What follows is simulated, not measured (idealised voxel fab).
Process module heading - voxel gate over fins
The width of the displayed cross-section, cut, is 225 nm; its cells are square, with a size of 5 nm.
Square cells in a grid make up a cross-section in this document, and the grid is given as bands, listed from the top down, each one or more rows of cells.
This entry defines a band. It first specifies the height of the band's top and the height of its bottom in nm, and then specifies the band's materials from left to right, stating each material with its width in nm. The word "everywhere" identifies a single material that fills the band from edge to edge, while the word "blank" identifies empty space.
Measure heights from 0. That's the level where, below it, the as-received wafer is all one material. The lowest band is bottomless and extends downward; write it as in "top 0, no bottom".
Think of "30 to 40" as a width that walks from the first number to the second as you go down the band, top row to bottom row, taking equal-sized steps from row to row.
The cross-section has no changed cell in any step marked "remained the same".
Voids not open to the top, 8 cells minimum: see "Cavities, closed". Written width x height at distance; distance is from the left edge; nm.
The remark found on a step's line after its settings is issued by the simulator itself and pertains to that step.
If you see "overlay nm" on a step's line and that step has a mask, it's telling you how far right of where it was planned the mask ended up; a negative number means it went left instead.

# The steps planned for the process are as follows
1 RECEIVE [material Si]
2 CONFORMAL_DEP [material SiN] [thk nm 10]
3 PATTERN [tone cover] [mask id FINS] [material resist] [width nm 15] [pitch nm 45] [thk nm 15] [overlay nm 0]
4 DIRECTIONAL_ETCH [etch materials SiN] [depth nm 10]
5 DIRECTIONAL_ETCH [etch materials Si] [depth nm 30]
6 STRIP [etch materials resist]
7 OXIDIZE [depth nm 5]
8 FILL_DEP [material SiO2] [thk nm 5]
9 CMP [height nm 10]
10 SELECTIVE_ETCH [etch materials SiO2] [depth nm 25]
11 STRIP [etch materials SiN]
12 CONFORMAL_DEP [material HfO2] [thk nm 5]
13 CONFORMAL_DEP [material TiN] [thk nm 5]
14 CONFORMAL_DEP [material TiAl] [thk nm 5]
15 CONFORMAL_DEP [material TiN] [thk nm 5]
16 FILL_DEP [material W] [thk nm 10]
17 CMP [height nm 25]
18 CONFORMAL_DEP [material SiCN] [thk nm 5]

# Of two wafers, the first: run according to plan

# Here's what the wafer looked like in cross-section when it arrived - that's after step 1
    top 0, no bottom | Si everywhere
    Cavities, closed: none

# Cross-section through the wafer, step 2 finished
    top 10, bottom 0 | SiN everywhere
    Below 0 it's all the same as before, nothing changed down there.

# Cross-section through the wafer, step 3 finished
    top 25, bottom 10 | blank 80, resist 15, blank 30, resist 15, blank 85
    Below 10 it's all the same as before, nothing changed down there.

# Cross-section through the wafer, step 4 finished
    top 25, bottom 10 | blank 80, resist 15, blank 30, resist 15, blank 85
    top 10, bottom 0 | blank 80, SiN 15, blank 30, SiN 15, blank 85
    Below 0 it's all the same as before, nothing changed down there.

# Cross-section through the wafer, step 5 finished
    top 25, bottom 10 | blank 80, resist 15, blank 30, resist 15, blank 85
    top 10, bottom 0 | blank 80, SiN 15, blank 30, SiN 15, blank 85
    top 0, bottom -30 | blank 80, Si 15, blank 30, Si 15, blank 85
    Below -30 it's all the same as before, nothing changed down there.

# Cross-section through the wafer, step 6 finished
    top 10, bottom 0 | blank 80, SiN 15, blank 30, SiN 15, blank 85
    Below 0 it's all the same as before, nothing changed down there.

# Cross-section through the wafer, step 7 finished
    top 10, bottom 0 | blank 80, SiN 15, blank 30, SiN 15, blank 85
    top 0, bottom -30 | blank 80, SiO2 5, Si 5, SiO2 5, blank 30, SiO2 5, Si 5, SiO2 5, blank 85
    top -30, bottom -35 | SiO2 85, Si 5, SiO2 40, Si 5, SiO2 90
    Below -35 it's all the same as before, nothing changed down there.

# Cross-section through the wafer, step 8 finished
    top 15, bottom 10 | SiO2 everywhere
    top 10, bottom 0 | SiO2 80, SiN 15, SiO2 30, SiN 15, SiO2 85
    top 0, bottom -35 | SiO2 85, Si 5, SiO2 40, Si 5, SiO2 90
    Below -35 it's all the same as before, nothing changed down there.

# Cross-section through the wafer, step 9 finished
    top 10, bottom 0 | SiO2 80, SiN 15, SiO2 30, SiN 15, SiO2 85
    Below 0 it's all the same as before, nothing changed down there.

# Cross-section through the wafer, step 10 finished
    top 10, bottom 0 | blank 80, SiN 15, blank 30, SiN 15, blank 85
    top 0, bottom -15 | blank 85, Si 5, blank 40, Si 5, blank 90
    Below -15 it's all the same as before, nothing changed down there.

# Cross-section through the wafer, step 11 finished
    top 0, bottom -15 | blank 85, Si 5, blank 40, Si 5, blank 90
    Below -15 it's all the same as before, nothing changed down there.

# Cross-section through the wafer, step 12 finished
    top 5, bottom 0 | blank 80, HfO2 15, blank 30, HfO2 15, blank 85
    top 0, bottom -10 | blank 80, HfO2 5, Si 5, HfO2 5, blank 30, HfO2 5, Si 5, HfO2 5, blank 85
    top -10, bottom -15 | HfO2 85, Si 5, HfO2 40, Si 5, HfO2 90
    Below -15 it's all the same as before, nothing changed down there.

# Cross-section through the wafer, step 13 finished
    top 10, bottom 5 | blank 75, TiN 25, blank 20, TiN 25, blank 80
    top 5, bottom 0 | blank 75, TiN 5, HfO2 15, TiN 5, blank 20, TiN 5, HfO2 15, TiN 5, blank 80
    top 0, bottom -5 | blank 75, TiN 5, HfO2 5, Si 5, HfO2 5, TiN 5, blank 20, TiN 5, HfO2 5, Si 5, HfO2 5, TiN 5, blank 80
    top -5, bottom -10 | TiN 80, HfO2 5, Si 5, HfO2 5, TiN 30, HfO2 5, Si 5, HfO2 5, TiN 85
    Below -10 it's all the same as before, nothing changed down there.

# Cross-section through the wafer, step 14 finished
    top 15, bottom 10 | blank 70, TiAl 35, blank 10, TiAl 35, blank 75
    top 10, bottom 5 | blank 70, TiAl 5, TiN 25, TiAl 5, blank 10, TiAl 5, TiN 25, TiAl 5, blank 75
    top 5, bottom 0 | blank 70, TiAl 5, TiN 5, HfO2 15, TiN 5, TiAl 5, blank 10, TiAl 5, TiN 5, HfO2 15, TiN 5, TiAl 5, blank 75
    top 0, bottom -5 | TiAl 75, TiN 5, HfO2 5, Si 5, HfO2 5, TiN 5, TiAl 20, TiN 5, HfO2 5, Si 5, HfO2 5, TiN 5, TiAl 80
    Below -5 it's all the same as before, nothing changed down there.

# Cross-section through the wafer, step 15 finished
    top 20, bottom 15 | blank 65, TiN 90, blank 70
    top 15, bottom 10 | blank 65, TiN 5, TiAl 35, TiN 10, TiAl 35, TiN 5, blank 70
    top 10, bottom 5 | blank 65, TiN 5, TiAl 5, TiN 25, TiAl 5, TiN 10, TiAl 5, TiN 25, TiAl 5, TiN 5, blank 70
    top 5, bottom 0 | TiN 70, TiAl 5, TiN 5, HfO2 15, TiN 5, TiAl 5, TiN 10, TiAl 5, TiN 5, HfO2 15, TiN 5, TiAl 5, TiN 75
    Below 0 it's all the same as before, nothing changed down there.

# Cross-section through the wafer, step 16 finished
    top 30, bottom 20 | W everywhere
    top 20, bottom 15 | W 65, TiN 90, W 70
    top 15, bottom 10 | W 65, TiN 5, TiAl 35, TiN 10, TiAl 35, TiN 5, W 70
    top 10, bottom 5 | W 65, TiN 5, TiAl 5, TiN 25, TiAl 5, TiN 10, TiAl 5, TiN 25, TiAl 5, TiN 5, W 70
    Below 5 it's all the same as before, nothing changed down there.

# Cross-section through the wafer, step 17 finished
    top 25, bottom 20 | W everywhere
    Below 20 it's all the same as before, nothing changed down there.

# Cross-section through the wafer, step 18 finished
    top 30, bottom 25 | SiCN everywhere
    Below 25 it's all the same as before, nothing changed down there.

# Wafer two. Identical start, identical plan. One mistake in execution. Identical history through step 2

# Here is the second wafer in cross-section at the point where step 3 of the plan should have been done
    top 25, bottom 10 | resist 80, blank 15, resist 30, blank 15, resist 85
    Below 10 it's all the same as before, nothing changed down there.

# Here is the second wafer in cross-section at the point where step 4 of the plan should have been done
    top 25, bottom 10 | resist 80, blank 15, resist 30, blank 15, resist 85
    top 10, bottom 0 | SiN 80, blank 15, SiN 30, blank 15, SiN 85
    Below 0 it's all the same as before, nothing changed down there.

# Here is the second wafer in cross-section at the point where step 5 of the plan should have been done
    top 25, bottom 10 | resist 80, blank 15, resist 30, blank 15, resist 85
    top 10, bottom 0 | SiN 80, blank 15, SiN 30, blank 15, SiN 85
    top 0, bottom -30 | Si 80, blank 15, Si 30, blank 15, Si 85
    Below -30 it's all the same as before, nothing changed down there.

# Here is the second wafer in cross-section at the point where step 6 of the plan should have been done
    top 10, bottom 0 | SiN 80, blank 15, SiN 30, blank 15, SiN 85
    Below 0 it's all the same as before, nothing changed down there.

# Here is the second wafer in cross-section at the point where step 7 of the plan should have been done
    top 10, bottom 0 | SiN 80, blank 15, SiN 30, blank 15, SiN 85
    top 0, bottom -30 | Si 75, SiO2 5, blank 15, SiO2 5, Si 20, SiO2 5, blank 15, SiO2 5, Si 80
    top -30, bottom -35 | Si 75, SiO2 25, Si 20, SiO2 25, Si 80
    Below -35 it's all the same as before, nothing changed down there.

# Here is the second wafer in cross-section at the point where step 8 of the plan should have been done
    top 15, bottom 10 | SiO2 everywhere
    top 10, bottom 0 | SiN 80, SiO2 15, SiN 30, SiO2 15, SiN 85
    top 0, bottom -35 | Si 75, SiO2 25, Si 20, SiO2 25, Si 80
    Below -35 it's all the same as before, nothing changed down there.

# Here is the second wafer in cross-section at the point where step 9 of the plan should have been done
    top 10, bottom 0 | SiN 80, SiO2 15, SiN 30, SiO2 15, SiN 85
    Below 0 it's all the same as before, nothing changed down there.

# Here is the second wafer in cross-section at the point where step 10 of the plan should have been done
    top 10, bottom 0 | SiN 80, blank 15, SiN 30, blank 15, SiN 85
    top 0, bottom -15 | Si 75, blank 25, Si 20, blank 25, Si 80
    Below -15 it's all the same as before, nothing changed down there.

# Here is the second wafer in cross-section at the point where step 11 of the plan should have been done
    top 0, bottom -15 | Si 75, blank 25, Si 20, blank 25, Si 80
    Below -15 it's all the same as before, nothing changed down there.

# Here is the second wafer in cross-section at the point where step 12 of the plan should have been done
    top 5, bottom 0 | HfO2 80, blank 15, HfO2 30, blank 15, HfO2 85
    top 0, bottom -10 | Si 75, HfO2 5, blank 15, HfO2 5, Si 20, HfO2 5, blank 15, HfO2 5, Si 80
    top -10, bottom -15 | Si 75, HfO2 25, Si 20, HfO2 25, Si 80
    Below -15 it's all the same as before, nothing changed down there.

# Here is the second wafer in cross-section at the point where step 13 of the plan should have been done
    top 10, bottom 5 | TiN 85, blank 5, TiN 40, blank 5, TiN 90
    top 5, bottom 0 | HfO2 80, TiN 5, blank 5, TiN 5, HfO2 30, TiN 5, blank 5, TiN 5, HfO2 85
    top 0, bottom -5 | Si 75, HfO2 5, TiN 5, blank 5, TiN 5, HfO2 5, Si 20, HfO2 5, TiN 5, blank 5, TiN 5, HfO2 5, Si 80
    top -5, bottom -10 | Si 75, HfO2 5, TiN 15, HfO2 5, Si 20, HfO2 5, TiN 15, HfO2 5, Si 80
    Below -10 it's all the same as before, nothing changed down there.

# Here is the second wafer in cross-section at the point where step 14 of the plan should have been done
    top 15, bottom 10 | TiAl everywhere
    top 10, bottom 5 | TiN 85, TiAl 5, TiN 40, TiAl 5, TiN 90
    top 5, bottom 0 | HfO2 80, TiN 5, TiAl 5, TiN 5, HfO2 30, TiN 5, TiAl 5, TiN 5, HfO2 85
    top 0, bottom -5 | Si 75, HfO2 5, TiN 5, TiAl 5, TiN 5, HfO2 5, Si 20, HfO2 5, TiN 5, TiAl 5, TiN 5, HfO2 5, Si 80
    Below -5 it's all the same as before, nothing changed down there.

# Here is the second wafer in cross-section at the point where step 15 of the plan should have been done
    top 20, bottom 15 | TiN everywhere
    Below 15 it's all the same as before, nothing changed down there.

# Here is the second wafer in cross-section at the point where step 16 of the plan should have been done
    top 30, bottom 20 | W everywhere
    Below 20 it's all the same as before, nothing changed down there.

# Here is the second wafer in cross-section at the point where step 17 of the plan should have been done
    top 25, bottom 20 | W everywhere
    Below 20 it's all the same as before, nothing changed down there.

# Here is the second wafer in cross-section at the point where step 18 of the plan should have been done
    top 30, bottom 25 | SiCN everywhere
    Below 25 it's all the same as before, nothing changed down there.
What broke from the plan during processing? step 3 ran differently from the plan; actual operation with settings: PATTERN [tone open] [mask id FINS] [material resist] [width nm 15] [pitch nm 45] [thk nm 15] [overlay nm 0]
Final difference in cells, second wafer against first, listed per material as more or fewer: 231 more of Si | 132 fewer of SiO2 | 6 fewer of TiAl | 12 fewer of TiN | 81 fewer of W
